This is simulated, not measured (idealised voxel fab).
Process module name: voxel self aligned vias
For reference, the cross-section in this document is cut, with width 185 nm and square cells of 5 nm.
A cross-section is written here as square cells arranged in a grid, and it is given in bands from the top down, each band taking up one or more rows of cells.
Top, bottom (nm), then materials left to right with widths (nm); lone material tagged "all across" fills the whole band edge to edge; "blank" = empty space.
Heights from 0 (as-received wafer is one material below). Bottom band endless downward, as "0..down".
The notation "30->40" denotes a width that varies across the rows of cells in the band, beginning at the first number in the top row, finishing at the second number in the bottom row, and changing by an identical amount from each row to the next.
Key: "nothing got changed" - step with no changed cell in the cross-section.
"Fully sealed cavities" means: voids of 8 cells or more that are shut off from the top with no open way through. Written width x height at distance, distance from the left edge, in nm.
Past the settings on a step's line: simulator remark, on that step.
overlay nm: for a step with a mask, the amount by which the mask lay right of where it was planned; a negative amount means left of it.

-- Below is the list of planned process steps
1 RECEIVE [material Si]
2 CONFORMAL_DEP [material SiO2] [thk nm 10]
3 CONFORMAL_DEP [material SiCN] [thk nm 5]
4 DIRECTIONAL_DEP [material SiO2] [thk nm 30]
5 PATTERN [tone open] [mask id LINES] [material resist] [width nm 20] [pitch nm 55] [thk nm 15] [overlay nm 0]
6 DIRECTIONAL_ETCH [etch materials SiO2] [depth nm 30]
7 STRIP [etch materials resist]
8 CONFORMAL_DEP [material TiN] [thk nm 5]
9 FILL_DEP [material Ru] [thk nm 10]
10 CMP [height nm 45]
11 SELECTIVE_ETCH [etch materials W Ru TiN] [depth nm 5]
12 FILL_DEP [material SiN] [thk nm 10]
13 CMP [height nm 45]
14 DIRECTIONAL_DEP [material SiO2] [thk nm 15]
15 PATTERN [tone open] [mask id VIAS] [material resist] [width nm 30] [pitch nm 55] [thk nm 20] [overlay nm 0]
16 DIRECTIONAL_ETCH [etch materials SiO2] [depth nm 15]
17 DIRECTIONAL_ETCH [etch materials SiN] [depth nm 5]
18 STRIP [etch materials resist]
19 CONFORMAL_DEP [material TiN] [thk nm 5]
20 FILL_DEP [material Cu] [thk nm 10]
21 CMP [height nm 60]
22 CONFORMAL_DEP [material SiN] [thk nm 5]

-- The first of two wafers, run as planned

-- As-received wafer cross-section (after step 1)
  0..down: Si all across
  Fully sealed cavities: none

-- Cross-section: wafer state after step 2
  10..0: SiO2 all across
  Unchanged below 0.

-- Cross-section: wafer state after step 3
  15..10: SiCN all across
  Unchanged below 10.

-- Cross-section: wafer state after step 4
  45..15: SiO2 all across
  Unchanged below 15.

-- Cross-section: wafer state after step 5
  60..45: 55 nm resist; 20 nm blank; 35 nm resist; 20 nm blank; 55 nm resist
  Unchanged below 45.

-- Cross-section: wafer state after step 6
  60..45: 55 nm resist; 20 nm blank; 35 nm resist; 20 nm blank; 55 nm resist
  45..15: 55 nm SiO2; 20 nm blank; 35 nm SiO2; 20 nm blank; 55 nm SiO2
  Unchanged below 15.

-- Cross-section: wafer state after step 7
  45..15: 55 nm SiO2; 20 nm blank; 35 nm SiO2; 20 nm blank; 55 nm SiO2
  Unchanged below 15.

-- Cross-section: wafer state after step 8
  50..45: 60 nm TiN; 10 nm blank; 45 nm TiN; 10 nm blank; 60 nm TiN
  45..20: 55 nm SiO2; 5 nm TiN; 10 nm blank; 5 nm TiN; 35 nm SiO2; 5 nm TiN; 10 nm blank; 5 nm TiN; 55 nm SiO2
  20..15: 55 nm SiO2; 20 nm TiN; 35 nm SiO2; 20 nm TiN; 55 nm SiO2
  Unchanged below 15.

-- Cross-section: wafer state after step 9
  60..50: Ru all across
  50..45: 60 nm TiN; 10 nm Ru; 45 nm TiN; 10 nm Ru; 60 nm TiN
  45..20: 55 nm SiO2; 5 nm TiN; 10 nm Ru; 5 nm TiN; 35 nm SiO2; 5 nm TiN; 10 nm Ru; 5 nm TiN; 55 nm SiO2
  Unchanged below 20.

-- Cross-section: wafer state after step 10
  45..20: 55 nm SiO2; 5 nm TiN; 10 nm Ru; 5 nm TiN; 35 nm SiO2; 5 nm TiN; 10 nm Ru; 5 nm TiN; 55 nm SiO2
  Unchanged below 20.

-- Cross-section: wafer state after step 11
  45..40: 55 nm SiO2; 20 nm blank; 35 nm SiO2; 20 nm blank; 55 nm SiO2
  Unchanged below 40.

-- Cross-section: wafer state after step 12
  55..45: SiN all across
  45..40: 55 nm SiO2; 20 nm SiN; 35 nm SiO2; 20 nm SiN; 55 nm SiO2
  Unchanged below 40.

-- Cross-section: wafer state after step 13
  45..40: 55 nm SiO2; 20 nm SiN; 35 nm SiO2; 20 nm SiN; 55 nm SiO2
  Unchanged below 40.

-- Cross-section: wafer state after step 14
  60..45: SiO2 all across
  Unchanged below 45.

-- Cross-section: wafer state after step 15
  80..60: 50 nm resist; 30 nm blank; 25 nm resist; 30 nm blank; 50 nm resist
  Unchanged below 60.

-- Cross-section: wafer state after step 16
  80..60: 50 nm resist; 30 nm blank; 25 nm resist; 30 nm blank; 50 nm resist
  60..45: 50 nm SiO2; 30 nm blank; 25 nm SiO2; 30 nm blank; 50 nm SiO2
  Unchanged below 45.

-- Cross-section: wafer state after step 17
  80..60: 50 nm resist; 30 nm blank; 25 nm resist; 30 nm blank; 50 nm resist
  60..45: 50 nm SiO2; 30 nm blank; 25 nm SiO2; 30 nm blank; 50 nm SiO2
  45..40: 55 nm SiO2; 20 nm blank; 35 nm SiO2; 20 nm blank; 55 nm SiO2
  Unchanged below 40.

-- Cross-section: wafer state after step 18
  60..45: 50 nm SiO2; 30 nm blank; 25 nm SiO2; 30 nm blank; 50 nm SiO2
  Unchanged below 45.

-- Cross-section: wafer state after step 19
  65..60: 55 nm TiN; 20 nm blank; 35 nm TiN; 20 nm blank; 55 nm TiN
  60..50: 50 nm SiO2; 5 nm TiN; 20 nm blank; 5 nm TiN; 25 nm SiO2; 5 nm TiN; 20 nm blank; 5 nm TiN; 50 nm SiO2
  50..45: 50 nm SiO2; 10 nm TiN; 10 nm blank; 10 nm TiN; 25 nm SiO2; 10 nm TiN; 10 nm blank; 10 nm TiN; 50 nm SiO2
  45..40: 55 nm SiO2; 20 nm TiN; 35 nm SiO2; 20 nm TiN; 55 nm SiO2
  Unchanged below 40.

-- Cross-section: wafer state after step 20
  75..65: Cu all across
  65..60: 55 nm TiN; 20 nm Cu; 35 nm TiN; 20 nm Cu; 55 nm TiN
  60..50: 50 nm SiO2; 5 nm TiN; 20 nm Cu; 5 nm TiN; 25 nm SiO2; 5 nm TiN; 20 nm Cu; 5 nm TiN; 50 nm SiO2
  50..45: 50 nm SiO2; 10 nm TiN; 10 nm Cu; 10 nm TiN; 25 nm SiO2; 10 nm TiN; 10 nm Cu; 10 nm TiN; 50 nm SiO2
  Unchanged below 45.

-- Cross-section: wafer state after step 21
  60..50: 50 nm SiO2; 5 nm TiN; 20 nm Cu; 5 nm TiN; 25 nm SiO2; 5 nm TiN; 20 nm Cu; 5 nm TiN; 50 nm SiO2
  Unchanged below 50.

-- Cross-section: wafer state after step 22
  65..60: SiN all across
  Unchanged below 60.

-- Wafer two. Same start, same plan, one slip in execution. Same as wafer one through step 13, inclusive

-- Cross-section: second wafer, time at which step 14 was scheduled to end
  60..45: SiCN all across
  Unchanged below 45.

-- Cross-section: second wafer, time at which step 15 was scheduled to end
  80..60: 50 nm resist; 30 nm blank; 25 nm resist; 30 nm blank; 50 nm resist
  Unchanged below 60.

Cross-section: second wafer, time at which step 16 was scheduled to end: nothing got changed

Cross-section: second wafer, time at which step 17 was scheduled to end: nothing got changed

-- Cross-section: second wafer, time at which step 18 was scheduled to end
  60..45: SiCN all across
  Unchanged below 45.

-- Cross-section: second wafer, time at which step 19 was scheduled to end
  65..60: TiN all across
  Unchanged below 60.

-- Cross-section: second wafer, time at which step 20 was scheduled to end
  75..65: Cu all across
  Unchanged below 65.

-- Cross-section: second wafer, time at which step 21 was scheduled to end
  60..45: SiCN all across
  Unchanged below 45.

-- Cross-section: second wafer, time at which step 22 was scheduled to end
  65..60: SiN all across
  Unchanged below 60.
Error vs. plan: planned and actual differ for step 14; actual: DIRECTIONAL_DEP [material SiCN] [thk nm 15]
End check, counted in cells, second wafer has more or fewer of these materials than the first: Cu: 20 fewer, SiCN: 111 more, SiN: 8 more, SiO2: 75 fewer, TiN: 24 fewer
